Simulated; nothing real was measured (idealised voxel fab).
Herein follows the process module entitled voxel spacer lines.
In the cross-section labelled cut, the width is 230 nm and each square cell is 5 nm.
A cross-section in this document is a grid of square cells, and it is written down as bands, the top band listed before the ones below it; a band is made up of one or more rows of cells. Quick guide to a band line: top height, bottom height (nm) up front; then every material left to right with its width in nm. Only one material and it's marked "everywhere"? Then it fills the band edge to edge. And "blank" just means empty space. Counting heights begins at 0, where everything beneath is, in the wafer as received, one material. The lowest band has no bottom; it goes on downwards, as "0 and below" shows. Per-row width for "30..40": begins at first number (top row of band), ends at second number (bottom row), increment between rows held constant. The cross-section has no changed cell in any step marked "changes: none". Look at "Sealed internal voids" for the closed voids: empty spaces with no open path to the top, sized 8 cells or up. Each is width x height at distance, distance from the left edge, all nm. On each step's line, the part that comes after the settings is the simulator's own comment on the step. For masked steps, "overlay nm" on the step line gives how far right of plan the mask actually lay; a minus sign means it lay to the left.
Below is the list of planned process steps
1: op RECEIVE | material Si
2: op CONFORMAL_DEP | material Al2O3 | thk nm 5
3: op DIRECTIONAL_DEP | material SiN | thk nm 10
4: op DIRECTIONAL_DEP | material polySi | thk nm 25
5: op PATTERN | tone cover | mask id MANDREL | material resist | width nm 15 | pitch nm 60 | thk nm 35 | overlay nm -15
6: op DIRECTIONAL_ETCH | etch materials polySi | depth nm 25
7: op STRIP | etch materials resist
8: op CONFORMAL_DEP | material SiO2 | thk nm 15
9: op DIRECTIONAL_ETCH | etch materials SiO2 | depth nm 15
10: op STRIP | etch materials polySi
11: op DIRECTIONAL_ETCH | etch materials SiN | depth nm 10
12: op STRIP | etch materials SiO2
Don't read the plan's overlay nm for step 5 as applying to every wafer: that's the first wafer's value, and the wafers differ in it, though they all start identical.
Cross-section of the first of several received wafers, showing its state after step 1
    0 and below | Si everywhere
    Sealed internal voids: none
Tabulated below, wafer by wafer, are the end-of-module results: for each material, the number of cells gained (+) or lost (-) relative to the as-received state, followed by the closed voids
overlay nm -15 | +46 Al2O3 | +36 SiN | Sealed internal voids: none
overlay nm -10 | +46 Al2O3 | +36 SiN | Sealed internal voids: none
overlay nm -5 | +46 Al2O3 | +36 SiN | Sealed internal voids: none
overlay nm 0 | +46 Al2O3 | +36 SiN | Sealed internal voids: none
overlay nm 5 | +46 Al2O3 | +36 SiN | Sealed internal voids: none
overlay nm 10 | +46 Al2O3 | +36 SiN | Sealed internal voids: none
overlay nm 15 | +46 Al2O3 | +36 SiN | Sealed internal voids: none
